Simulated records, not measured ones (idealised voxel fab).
Title: Process Module voxel self aligned contacts
Cross-section cut spans 195 nm and uses square cells 5 nm in size.
Heads up, the way a cross-section reads in here is a grid of square cells, handed over as bands from the top down, with every band being one or more rows of cells.
For a band, the entry starts with two heights in nm, that of the top and then that of the bottom, and carries on with the band's materials in order from left to right, each alongside its width in nm; the word "edge to edge" beside a single material means it fills the band edge to edge, and "blank" means empty space.
Heads up on the height convention: 0 is the point under which the incoming wafer is all one material, and the lowest band has no bottom, it just keeps going down, like "0 -> down".
You'd read "30..40" like this: the band's top row of cells is as wide as the first number, its bottom row is as wide as the second, and going down, every row changes width by the same amount as the row before did.
What does "nothing changed" mean for a step? It means no cell of the cross-section changed in that step.
Reported under the label "Closed void register" are the empty spaces having no open way to the top and comprising 8 cells or more; the notation for each is width x height at distance, in which the distance is measured from the left edge and all three values are in nm.
It should be noted that, on the line of a given step, the content following the step's settings is a remark produced by the simulator itself with respect to that step.
The optional step-line setting "overlay nm" applies to steps with a mask and quantifies how far to the right of its planned location the mask lay, a negative value indicating leftward placement.
From here on the document is pairs. In a pair, the cross-section before one process step comes with the cross-section after it, and the latter goes no deeper than the lowest band that changed. What lies in between, the step and its settings, is written under the pair. A pair may be from a different run of this module on the same starting wafer than the pair above it, so it continues from that pair only where its entry headed "Before-step section" says so.
[Before-step section]
* 65 -> 55 = SiO2 edge to edge
* 55 -> 30 = SiO2=35, SiN=50, SiO2=25, SiN=50, SiO2=35
* 30 -> 0 = SiO2=35, SiN=10, polySi=30, SiN=10, SiO2=25, SiN=10, polySi=30, SiN=10, SiO2=35
* 0 -> -5 = SiO2 edge to edge
* -5 -> down = Si edge to edge
* Closed void register: none
[Post-Process View]
* 65 -> 55 = SiO2=80, blank=55, SiO2=60
* 55 -> 30 = SiO2=35, SiN=50, blank=25, SiN=50, SiO2=35
* 30 -> 0 = SiO2=35, SiN=10, polySi=30, SiN=10, blank=25, SiN=10, polySi=30, SiN=10, SiO2=35
* 0 -> -5 = SiO2=85, blank=25, SiO2=85
* At heights below -5, the structure remains unaltered.
* Closed void register: none
Process step bridging the above cross-sections: MASKED_ETCH, tone open, mask id CONTACT, width nm 55, etch materials SiO2, depth nm 70, overlay nm 10
Before-step section: The structure entering this step is exactly what the pair just above shows after its step.
[Post-Process View]
* 70 -> 65 = TiN=85, blank=45, TiN=65
* 65 -> 55 = SiO2=80, TiN=5..10, blank=45..15, TiN=5..30, SiO2=60
* 55 -> 30 = SiO2=35, SiN=50, TiN=5, blank=15, TiN=5, SiN=50, SiO2=35
* 30 -> 0 = SiO2=35, SiN=10, polySi=30, SiN=10, TiN=5, blank=15, TiN=5, SiN=10, polySi=30, SiN=10, SiO2=35
* 0 -> -5 = SiO2=85, TiN=25, SiO2=85
* At heights below -5, the structure remains unaltered.
* Closed void register: none
Process step bridging the above cross-sections: CONFORMAL_DEP, material TiN, thk nm 5
Before-step section: The structure entering this step is exactly what the pair just above shows after its step.
[Post-Process View]
* 75 -> 70 = W edge to edge
* 70 -> 65 = TiN=85, W=45, TiN=65
* 65 -> 55 = SiO2=80, TiN=5..10, W=45..15, TiN=5..30, SiO2=60
* 55 -> 30 = SiO2=35, SiN=50, TiN=5, W=15, TiN=5, SiN=50, SiO2=35
* 30 -> 0 = SiO2=35, SiN=10, polySi=30, SiN=10, TiN=5, W=15, TiN=5, SiN=10, polySi=30, SiN=10, SiO2=35
* At heights below 0, the structure remains unaltered.
* Closed void register: none
Process step bridging the above cross-sections: FILL_DEP, material W, thk nm 5
Before-step section: The structure entering this step is exactly what the pair just above shows after its step.
[Post-Process View]
* 65 -> 55 = SiO2=80, TiN=5..10, W=45..15, TiN=5..30, SiO2=60
* At heights below 55, the structure remains unaltered.
* Closed void register: none
Process step bridging the above cross-sections: CMP, height nm 65
Before-step section: The structure entering this step is exactly what the pair just above shows after its step.
[Post-Process View]
* 70 -> 65 = SiCN edge to edge
* At heights below 65, the structure remains unaltered.
* Closed void register: none
Process step bridging the above cross-sections: CONFORMAL_DEP, material SiCN, thk nm 5
[Before-step section]
* 0 -> -5 = SiO2 edge to edge
* -5 -> down = Si edge to edge
* Closed void register: none
[Post-Process View]
* 30 -> 0 = SiN edge to edge
* At heights below 0, the structure remains unaltered.
* Closed void register: none
Process step bridging the above cross-sections: DIRECTIONAL_DEP, material SiN, thk nm 30
Before-step section: The structure entering this step is exactly what the pair just above shows after its step.
[Post-Process View]
* 55 -> 0 = SiN edge to edge
* At heights below 0, the structure remains unaltered.
* Closed void register: none
Process step bridging the above cross-sections: DIRECTIONAL_DEP, material SiN, thk nm 25
Before-step section: The structure entering this step is exactly what the pair just above shows after its step.
[Post-Process View]
* 70 -> 55 = blank=45, resist=30, blank=45, resist=30, blank=45
* At heights below 55, the structure remains unaltered.
* Closed void register: none
Process step bridging the above cross-sections: PATTERN, tone cover, mask id GATE, material resist, width nm 30, pitch nm 75, thk nm 15, overlay nm 0
Before-step section: The structure entering this step is exactly what the pair just above shows after its step.
[Post-Process View]
* 70 -> 55 = blank=45, resist=30, blank=45, resist=30, blank=45
* 55 -> 30 = blank=45, SiN=30, blank=45, SiN=30, blank=45
* At heights below 30, the structure remains unaltered.
* Closed void register: none
Process step bridging the above cross-sections: DIRECTIONAL_ETCH, etch materials SiN, depth nm 25
Before-step section: The structure entering this step is exactly what the pair just above shows after its step.
[Post-Process View]
* 55 -> 30 = blank=45, SiN=30, blank=45, SiN=30, blank=45
* At heights below 30, the structure remains unaltered.
* Closed void register: none
Process step bridging the above cross-sections: STRIP, etch materials resist
Before-step section: The structure entering this step is exactly what the pair just above shows after its step.
[Post-Process View]
* 65 -> 40 = blank=35, SiN=50, blank=25, SiN=50, blank=35
* 40 -> 0 = SiN edge to edge
* At heights below 0, the structure remains unaltered.
* Closed void register: none
Process step bridging the above cross-sections: CONFORMAL_DEP, material SiN, thk nm 10
Before-step section: The structure entering this step is exactly what the pair just above shows after its step.
[Post-Process View]
* 55 -> 30 = blank=35, SiN=50, blank=25, SiN=50, blank=35
* At heights below 30, the structure remains unaltered.
* Closed void register: none
Process step bridging the above cross-sections: DIRECTIONAL_ETCH, etch materials SiN, depth nm 10
Before-step section: The structure entering this step is exactly what the pair just above shows after its step.
[Post-Process View]
* 75 -> 55 = SiO2 edge to edge
* 55 -> 30 = SiO2=35, SiN=50, SiO2=25, SiN=50, SiO2=35
* At heights below 30, the structure remains unaltered.
* Closed void register: none
Process step bridging the above cross-sections: FILL_DEP, material SiO2, thk nm 20
Before-step section: The structure entering this step is exactly what the pair just above shows after its step.
[Post-Process View]
* 65 -> 55 = SiO2 edge to edge
* At heights below 55, the structure remains unaltered.
* Closed void register: none
Process step bridging the above cross-sections: CMP, height nm 65
Before-step section: The structure entering this step is exactly what the pair just above shows after its step.
[Post-Process View]
* 65 -> 55 = SiO2=70, blank=55, SiO2=70
* 55 -> 30 = SiO2=35, SiN=50, blank=25, SiN=50, SiO2=35
* At heights below 30, the structure remains unaltered.
* Closed void register: none
Process step bridging the above cross-sections: MASKED_ETCH, tone open, mask id CONTACT, width nm 55, etch materials SiO2, depth nm 70, overlay nm 0
Before-step section: The structure entering this step is exactly what the pair just above shows after its step.
[Post-Process View]
* 70 -> 65 = TiN=75, blank=45, TiN=75
* 65 -> 55 = SiO2=70, TiN=5..20, blank=45..15, TiN=5..20, SiO2=70
* 55 -> 35 = SiO2=35, SiN=50, TiN=5, blank=15, TiN=5, SiN=50, SiO2=35
* 35 -> 30 = SiO2=35, SiN=50, TiN=25, SiN=50, SiO2=35
* At heights below 30, the structure remains unaltered.
* Closed void register: none
Process step bridging the above cross-sections: CONFORMAL_DEP, material TiN, thk nm 5
Before-step section: The structure entering this step is exactly what the pair just above shows after its step.
[Post-Process View]
* 75 -> 70 = W edge to edge
* 70 -> 65 = TiN=75, W=45, TiN=75
* 65 -> 55 = SiO2=70, TiN=5..20, W=45..15, TiN=5..20, SiO2=70
* 55 -> 35 = SiO2=35, SiN=50, TiN=5, W=15, TiN=5, SiN=50, SiO2=35
* At heights below 35, the structure remains unaltered.
* Closed void register: none
Process step bridging the above cross-sections: FILL_DEP, material W, thk nm 5
Before-step section: The structure entering this step is exactly what the pair just above shows after its step.
[Post-Process View]
* 65 -> 55 = SiO2=70, TiN=5..20, W=45..15, TiN=5..20, SiO2=70
* At heights below 55, the structure remains unaltered.
* Closed void register: none
Process step bridging the above cross-sections: CMP, height nm 65
Before-step section: The structure entering this step is exactly what the pair just above shows after its step.
[Post-Process View]
* 70 -> 65 = SiCN edge to edge
* At heights below 65, the structure remains unaltered.
* Closed void register: none
Process step bridging the above cross-sections: CONFORMAL_DEP, material SiCN, thk nm 5
[Before-step section]
* 55 -> 30 = SiN edge to edge
* 30 -> 0 = polySi edge to edge
* 0 -> -5 = SiO2 edge to edge
* -5 -> down = Si edge to edge
* Closed void register: none
[Post-Process View]
* 70 -> 55 = resist=45, blank=30, resist=45, blank=30, resist=45
* At heights below 55, the structure remains unaltered.
* Closed void register: none
Process step bridging the above cross-sections: PATTERN, tone open, mask id GATE, material resist, width nm 30, pitch nm 75, thk nm 15, overlay nm 0
Before-step section: The structure entering this step is exactly what the pair just above shows after its step.
[Post-Process View]
* 70 -> 55 = resist=45, blank=30, resist=45, blank=30, resist=45
* 55 -> 30 = SiN=45, blank=30, SiN=45, blank=30, SiN=45
* At heights below 30, the structure remains unaltered.
* Closed void register: none
Process step bridging the above cross-sections: DIRECTIONAL_ETCH, etch materials SiN, depth nm 25
Before-step section: The structure entering this step is exactly what the pair just above shows after its step.
[Post-Process View]
* 70 -> 55 = resist=45, blank=30, resist=45, blank=30, resist=45
* 55 -> 30 = SiN=45, blank=30, SiN=45, blank=30, SiN=45
* 30 -> 0 = polySi=45, blank=30, polySi=45, blank=30, polySi=45
* At heights below 0, the structure remains unaltered.
* Closed void register: none
Process step bridging the above cross-sections: DIRECTIONAL_ETCH, etch materials polySi, depth nm 30
Before-step section: The structure entering this step is exactly what the pair just above shows after its step.
[Post-Process View]
* 55 -> 30 = SiN=45, blank=30, SiN=45, blank=30, SiN=45
* At heights below 30, the structure remains unaltered.
* Closed void register: none
Process step bridging the above cross-sections: STRIP, etch materials resist
Before-step section: The structure entering this step is exactly what the pair just above shows after its step.
[Post-Process View]
* 65 -> 30 = SiN=55, blank=10, SiN=65, blank=10, SiN=55
* 30 -> 10 = polySi=45, SiN=10, blank=10, SiN=10, polySi=45, SiN=10, blank=10, SiN=10, polySi=45
* 10 -> 0 = polySi=45, SiN=30, polySi=45, SiN=30, polySi=45
* At heights below 0, the structure remains unaltered.
* Closed void register: none
Process step bridging the above cross-sections: CONFORMAL_DEP, material SiN, thk nm 10
Before-step section: The structure entering this step is exactly what the pair just above shows after its step.
[Post-Process View]
* 55 -> 30 = SiN=55, blank=10, SiN=65, blank=10, SiN=55
* 30 -> 0 = polySi=45, SiN=10, blank=10, SiN=10, polySi=45, SiN=10, blank=10, SiN=10, polySi=45
* At heights below 0, the structure remains unaltered.
* Closed void register: none
Process step bridging the above cross-sections: DIRECTIONAL_ETCH, etch materials SiN, depth nm 10
Before-step section: The structure entering this step is exactly what the pair just above shows after its step.
[Post-Process View]
* 75 -> 55 = SiO2 edge to edge
* 55 -> 30 = SiN=55, SiO2=10, SiN=65, SiO2=10, SiN=55
* 30 -> 0 = polySi=45, SiN=10, SiO2=10, SiN=10, polySi=45, SiN=10, SiO2=10, SiN=10, polySi=45
* At heights below 0, the structure remains unaltered.
* Closed void register: none
Process step bridging the above cross-sections: FILL_DEP, material SiO2, thk nm 20
Before-step section: The structure entering this step is exactly what the pair just above shows after its step.
[Post-Process View]
* 65 -> 55 = SiO2 edge to edge
* At heights below 55, the structure remains unaltered.
* Closed void register: none
Process step bridging the above cross-sections: CMP, height nm 65
Before-step section: The structure entering this step is exactly what the pair just above shows after its step.
[Post-Process View]
* 65 -> 55 = SiO2=70, blank=55, SiO2=70
* At heights below 55, the structure remains unaltered.
* Closed void register: none
Process step bridging the above cross-sections: MASKED_ETCH, tone open, mask id CONTACT, width nm 55, etch materials SiO2, depth nm 70, overlay nm 0
Before-step section: The structure entering this step is exactly what the pair just above shows after its step.
[Post-Process View]
* 70 -> 65 = TiN=75, blank=45, TiN=75
* 65 -> 60 = SiO2=70, TiN=5, blank=45, TiN=5, SiO2=70
* 60 -> 55 = SiO2=70, TiN=55, SiO2=70
* At heights below 55, the structure remains unaltered.
* Closed void register: none
Process step bridging the above cross-sections: CONFORMAL_DEP, material TiN, thk nm 5
Before-step section: The structure entering this step is exactly what the pair just above shows after its step.
[Post-Process View]
* 75 -> 70 = W edge to edge
* 70 -> 65 = TiN=75, W=45, TiN=75
* 65 -> 60 = SiO2=70, TiN=5, W=45, TiN=5, SiO2=70
* At heights below 60, the structure remains unaltered.
* Closed void register: none
Process step bridging the above cross-sections: FILL_DEP, material W, thk nm 5
Before-step section: The structure entering this step is exactly what the pair just above shows after its step.
[Post-Process View]
* 65 -> 60 = SiO2=70, TiN=5, W=45, TiN=5, SiO2=70
* At heights below 60, the structure remains unaltered.
* Closed void register: none
Process step bridging the above cross-sections: CMP, height nm 65
Before-step section: The structure entering this step is exactly what the pair just above shows after its step.
[Post-Process View]
* 70 -> 65 = SiCN edge to edge
* At heights below 65, the structure remains unaltered.
* Closed void register: none
Process step bridging the above cross-sections: CONFORMAL_DEP, material SiCN, thk nm 5
